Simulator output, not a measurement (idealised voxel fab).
Process module, titled voxel self aligned contacts
We display cut, a cross-section 270 nm in width whose square cells are each 5 nm.
A cross-section is written here as square cells arranged in a grid, and it is given in bands from the top down, each band taking up one or more rows of cells.
In this notation a band is specified by the heights of its top and bottom, in that order and in nm, after which its materials appear from left to right, each paired with its width in nm. The word "everywhere" attached to a single material means that material fills the band from edge to edge; the word "empty" stands for empty space.
We count height from 0. Below that, the starting wafer is all one material. The lowest band never ends at the bottom but goes on down; see "0 -> down" for how that is written.
Read "30..40" as a graded width: first number on top, second number at the bottom, same change between each pair of neighbouring rows.
A step reported as "identical to before" is a step in which no cell of the cross-section changed.
For the entry "Fully sealed cavities", the listed items are empty spaces with no open way to the top whose size is 8 cells or more; each item follows the pattern width x height at distance, where distance is from the left edge and all three are in nm.
Text after the settings on a step's line: the simulator's own remark on that step.
Among the settings permitted on a step's line is "overlay nm"; applied to a step with a mask, it specifies the extent to which the mask lay to the right of its planned position, whereas a negative figure signifies a position to the left.
These are the steps we planned for the process:
1: RECEIVE,material Si
2: CONFORMAL_DEP,material SiO2,thk nm 5
3: DIRECTIONAL_DEP,material polySi,thk nm 30
4: DIRECTIONAL_DEP,material SiN,thk nm 15
5: MASKED_ETCH,tone cover,mask id GATE,width nm 25,pitch nm 55,etch materials SiN,depth nm 15,overlay nm 0
6: MASKED_ETCH,tone cover,mask id GATE,width nm 25,pitch nm 55,etch materials polySi,depth nm 30,overlay nm 0
7: CONFORMAL_DEP,material SiN,thk nm 5
8: DIRECTIONAL_ETCH,etch materials SiN,depth nm 5
9: FILL_DEP,material SiO2,thk nm 10
10: CMP,height nm 55
11: DIRECTIONAL_DEP,material aC,thk nm 15
12: PATTERN,tone open,mask id CONTACT,material resist,width nm 40,thk nm 30,overlay nm 0
13: DIRECTIONAL_ETCH,etch materials aC,depth nm 15
14: STRIP,etch materials resist
15: DIRECTIONAL_ETCH,etch materials SiO2,depth nm 55
16: STRIP,etch materials aC
17: CONFORMAL_DEP,material TiN,thk nm 5
18: FILL_DEP,material W,thk nm 10
19: CMP,height nm 55
20: CONFORMAL_DEP,material SiN,thk nm 5
First of two wafers, with the run carried out as planned:
Wafer cross-section on receipt, i.e. after step 1:
> 0 -> down: Si everywhere
> Fully sealed cavities: none
You're looking at a cross-section of the wafer after step 2:
> 5 -> 0: SiO2 everywhere
> Heights below 0 show no change.
You're looking at a cross-section of the wafer after step 3:
> 35 -> 5: polySi everywhere
> Heights below 5 show no change.
You're looking at a cross-section of the wafer after step 4:
> 50 -> 35: SiN everywhere
> Heights below 35 show no change.
You're looking at a cross-section of the wafer after step 5:
> 50 -> 35: empty=95 | SiN=25 | empty=30 | SiN=25 | empty=95
> Heights below 35 show no change.
You're looking at a cross-section of the wafer after step 6:
> 50 -> 35: empty=95 | SiN=25 | empty=30 | SiN=25 | empty=95
> 35 -> 5: empty=95 | polySi=25 | empty=30 | polySi=25 | empty=95
> Heights below 5 show no change.
You're looking at a cross-section of the wafer after step 7:
> 55 -> 35: empty=90 | SiN=35 | empty=20 | SiN=35 | empty=90
> 35 -> 10: empty=90 | SiN=5 | polySi=25 | SiN=5 | empty=20 | SiN=5 | polySi=25 | SiN=5 | empty=90
> 10 -> 5: SiN=95 | polySi=25 | SiN=30 | polySi=25 | SiN=95
> Heights below 5 show no change.
You're looking at a cross-section of the wafer after step 8:
> 50 -> 35: empty=90 | SiN=35 | empty=20 | SiN=35 | empty=90
> 35 -> 5: empty=90 | SiN=5 | polySi=25 | SiN=5 | empty=20 | SiN=5 | polySi=25 | SiN=5 | empty=90
> Heights below 5 show no change.
You're looking at a cross-section of the wafer after step 9:
> 60 -> 50: SiO2 everywhere
> 50 -> 35: SiO2=90 | SiN=35 | SiO2=20 | SiN=35 | SiO2=90
> 35 -> 5: SiO2=90 | SiN=5 | polySi=25 | SiN=5 | SiO2=20 | SiN=5 | polySi=25 | SiN=5 | SiO2=90
> Heights below 5 show no change.
You're looking at a cross-section of the wafer after step 10:
> 55 -> 50: SiO2 everywhere
> Heights below 50 show no change.
You're looking at a cross-section of the wafer after step 11:
> 70 -> 55: aC everywhere
> Heights below 55 show no change.
You're looking at a cross-section of the wafer after step 12:
> 100 -> 70: resist=115 | empty=40 | resist=115
> Heights below 70 show no change.
You're looking at a cross-section of the wafer after step 13:
> 85 -> 70: resist=115 | empty=40 | resist=115
> 70 -> 55: aC=115 | empty=40 | aC=115
> Heights below 55 show no change.
You're looking at a cross-section of the wafer after step 14:
> 70 -> 55: aC=115 | empty=40 | aC=115
> Heights below 55 show no change.
You're looking at a cross-section of the wafer after step 15:
> 70 -> 55: aC=115 | empty=40 | aC=115
> 55 -> 50: SiO2=115 | empty=40 | SiO2=115
> 50 -> 35: SiO2=90 | SiN=35 | empty=20 | SiN=35 | SiO2=90
> 35 -> 5: SiO2=90 | SiN=5 | polySi=25 | SiN=5 | empty=20 | SiN=5 | polySi=25 | SiN=5 | SiO2=90
> 5 -> 0: SiO2=125 | empty=20 | SiO2=125
> Heights below 0 show no change.
You're looking at a cross-section of the wafer after step 16:
> 55 -> 50: SiO2=115 | empty=40 | SiO2=115
> Heights below 50 show no change.
You're looking at a cross-section of the wafer after step 17:
> 60 -> 55: TiN=120 | empty=30 | TiN=120
> 55 -> 50: SiO2=115 | TiN=15 | empty=10 | TiN=15 | SiO2=115
> 50 -> 35: SiO2=90 | SiN=35 | TiN=5 | empty=10 | TiN=5 | SiN=35 | SiO2=90
> 35 -> 5: SiO2=90 | SiN=5 | polySi=25 | SiN=5 | TiN=5 | empty=10 | TiN=5 | SiN=5 | polySi=25 | SiN=5 | SiO2=90
> 5 -> 0: SiO2=125 | TiN=20 | SiO2=125
> Heights below 0 show no change.
You're looking at a cross-section of the wafer after step 18:
> 70 -> 60: W everywhere
> 60 -> 55: TiN=120 | W=30 | TiN=120
> 55 -> 50: SiO2=115 | TiN=15 | W=10 | TiN=15 | SiO2=115
> 50 -> 35: SiO2=90 | SiN=35 | TiN=5 | W=10 | TiN=5 | SiN=35 | SiO2=90
> 35 -> 5: SiO2=90 | SiN=5 | polySi=25 | SiN=5 | TiN=5 | W=10 | TiN=5 | SiN=5 | polySi=25 | SiN=5 | SiO2=90
> Heights below 5 show no change.
You're looking at a cross-section of the wafer after step 19:
> 55 -> 50: SiO2=115 | TiN=15 | W=10 | TiN=15 | SiO2=115
> Heights below 50 show no change.
You're looking at a cross-section of the wafer after step 20:
> 60 -> 55: SiN everywhere
> Heights below 55 show no change.
The second wafer began exactly as the first did and followed the same plan, but one mistake was made while running it; through step 1 inclusive, the two wafers are identical:
Second wafer: cross-section at the scheduled end of step 2:
> 15 -> 0: SiO2 everywhere
> Heights below 0 show no change.
Second wafer: cross-section at the scheduled end of step 3:
> 45 -> 15: polySi everywhere
> Heights below 15 show no change.
Second wafer: cross-section at the scheduled end of step 4:
> 60 -> 45: SiN everywhere
> Heights below 45 show no change.
Second wafer: cross-section at the scheduled end of step 5:
> 60 -> 45: empty=95 | SiN=25 | empty=30 | SiN=25 | empty=95
> Heights below 45 show no change.
Second wafer: cross-section at the scheduled end of step 6:
> 60 -> 45: empty=95 | SiN=25 | empty=30 | SiN=25 | empty=95
> 45 -> 15: empty=95 | polySi=25 | empty=30 | polySi=25 | empty=95
> Heights below 15 show no change.
Second wafer: cross-section at the scheduled end of step 7:
> 65 -> 45: empty=90 | SiN=35 | empty=20 | SiN=35 | empty=90
> 45 -> 20: empty=90 | SiN=5 | polySi=25 | SiN=5 | empty=20 | SiN=5 | polySi=25 | SiN=5 | empty=90
> 20 -> 15: SiN=95 | polySi=25 | SiN=30 | polySi=25 | SiN=95
> Heights below 15 show no change.
Second wafer: cross-section at the scheduled end of step 8:
> 60 -> 45: empty=90 | SiN=35 | empty=20 | SiN=35 | empty=90
> 45 -> 15: empty=90 | SiN=5 | polySi=25 | SiN=5 | empty=20 | SiN=5 | polySi=25 | SiN=5 | empty=90
> Heights below 15 show no change.
Second wafer: cross-section at the scheduled end of step 9:
> 70 -> 60: SiO2 everywhere
> 60 -> 45: SiO2=90 | SiN=35 | SiO2=20 | SiN=35 | SiO2=90
> 45 -> 15: SiO2=90 | SiN=5 | polySi=25 | SiN=5 | SiO2=20 | SiN=5 | polySi=25 | SiN=5 | SiO2=90
> Heights below 15 show no change.
Second wafer: cross-section at the scheduled end of step 10:
> 55 -> 45: SiO2=90 | SiN=35 | SiO2=20 | SiN=35 | SiO2=90
> Heights below 45 show no change.
Second wafer: cross-section at the scheduled end of step 11:
> 70 -> 55: aC everywhere
> Heights below 55 show no change.
Second wafer: cross-section at the scheduled end of step 12:
> 100 -> 70: resist=115 | empty=40 | resist=115
> Heights below 70 show no change.
Second wafer: cross-section at the scheduled end of step 13:
> 85 -> 70: resist=115 | empty=40 | resist=115
> 70 -> 55: aC=115 | empty=40 | aC=115
> Heights below 55 show no change.
Second wafer: cross-section at the scheduled end of step 14:
> 70 -> 55: aC=115 | empty=40 | aC=115
> Heights below 55 show no change.
Second wafer: cross-section at the scheduled end of step 15:
> 70 -> 55: aC=115 | empty=40 | aC=115
> 55 -> 45: SiO2=90 | SiN=35 | empty=20 | SiN=35 | SiO2=90
> 45 -> 15: SiO2=90 | SiN=5 | polySi=25 | SiN=5 | empty=20 | SiN=5 | polySi=25 | SiN=5 | SiO2=90
> 15 -> 0: SiO2=125 | empty=20 | SiO2=125
> Heights below 0 show no change.
Second wafer: cross-section at the scheduled end of step 16:
> 55 -> 45: SiO2=90 | SiN=35 | empty=20 | SiN=35 | SiO2=90
> Heights below 45 show no change.
Second wafer: cross-section at the scheduled end of step 17:
> 60 -> 55: TiN=130 | empty=10 | TiN=130
> 55 -> 45: SiO2=90 | SiN=35 | TiN=5 | empty=10 | TiN=5 | SiN=35 | SiO2=90
> 45 -> 15: SiO2=90 | SiN=5 | polySi=25 | SiN=5 | TiN=5 | empty=10 | TiN=5 | SiN=5 | polySi=25 | SiN=5 | SiO2=90
> 15 -> 5: SiO2=125 | TiN=5 | empty=10 | TiN=5 | SiO2=125
> 5 -> 0: SiO2=125 | TiN=20 | SiO2=125
> Heights below 0 show no change.
Second wafer: cross-section at the scheduled end of step 18:
> 70 -> 60: W everywhere
> 60 -> 55: TiN=130 | W=10 | TiN=130
> 55 -> 45: SiO2=90 | SiN=35 | TiN=5 | W=10 | TiN=5 | SiN=35 | SiO2=90
> 45 -> 15: SiO2=90 | SiN=5 | polySi=25 | SiN=5 | TiN=5 | W=10 | TiN=5 | SiN=5 | polySi=25 | SiN=5 | SiO2=90
> 15 -> 5: SiO2=125 | TiN=5 | W=10 | TiN=5 | SiO2=125
> Heights below 5 show no change.
Second wafer: cross-section at the scheduled end of step 19:
> 55 -> 45: SiO2=90 | SiN=35 | TiN=5 | W=10 | TiN=5 | SiN=35 | SiO2=90
> Heights below 45 show no change.
Second wafer: cross-section at the scheduled end of step 20:
> 60 -> 55: SiN everywhere
> Heights below 55 show no change.
What broke from the plan during processing? it should be noted that step 2 was executed with settings other than those planned, the operation and settings actually applied being CONFORMAL_DEP,material SiO2,thk nm 15
It is noted that, at the conclusion of processing, the second wafer exhibits a higher or lower cell count for certain materials relative to the first: SiN -14; SiO2 +18; TiN -4
